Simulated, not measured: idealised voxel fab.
Module name: voxel tone inversion (process module)
FYI the section here is cut, 215 nm wide, cells are 5 nm squares.
Reading order for cross-sections: top band down to bottom band. Underlying form: a grid of square cells. Band size: one or more rows of cells. In this notation a band is specified by the heights of its top and bottom, in that order and in nm, after which its materials appear from left to right, each paired with its width in nm. The word "edge to edge" attached to a single material means that material fills the band from edge to edge; the word "air" stands for empty space. Heads up on the height convention: 0 is the point under which the incoming wafer is all one material, and the lowest band has no bottom, it just keeps going down, like "0..down". Quick explanation for "30..40": the width changes in equal steps down the rows of cells, from the first number in the band's top row to the second number in its bottom row. Given "no modifications" for a step, no cell of the cross-section differs between before and after that step. Any empty space of 8 cells or more lacking an open way to the top shows up in "Catalogued sealed voids" as width x height at distance, distance from the left edge, in nm. Formally, on a step line, whatever follows the settings is a remark that the simulator itself makes on the step. When a step includes a mask, the "overlay nm" setting on its line states how far to the right of its planned place that mask lay, and negative values state how far to the left.
Process steps foreseen in the plan
1 RECEIVE | material Si
2 CONFORMAL_DEP | material SiN | thk nm 5
3 DIRECTIONAL_DEP | material aC | thk nm 15
4 PATTERN | tone cover | mask id POSTS | material resist | width nm 20 | pitch nm 50 | thk nm 20 | overlay nm 0
5 DIRECTIONAL_ETCH | etch materials aC | depth nm 15
6 STRIP | etch materials resist
7 FILL_DEP | material lowk | thk nm 5
8 CMP | height nm 20
9 STRIP | etch materials aC
Wafer as received: cross-section following step 1
  0..down  Si edge to edge
  Catalogued sealed voids: none
Run as planned - first of the two wafers cross-sectioned at the end of the module
  20..5  lowk 20 nm / air 20 nm / lowk 30 nm / air 20 nm / lowk 30 nm / air 20 nm / lowk 30 nm / air 20 nm / lowk 25 nm
  5..0  SiN edge to edge
  0..down  Si edge to edge
  Catalogued sealed voids: none
Wafer two, end of module, cross-section. Same start, same plan as wafer one. One mistake in the run
  20..15  SiN edge to edge
  15..0  aC edge to edge
  0..down  Si edge to edge
  Catalogued sealed voids: none
Misprocessing identified: deviation from plan: step 3 and step 2 executed in one another's positions
In the final state, the cell counts of the second wafer exceed or fall short of those of the first for the following materials: +129 aC | -81 lowk
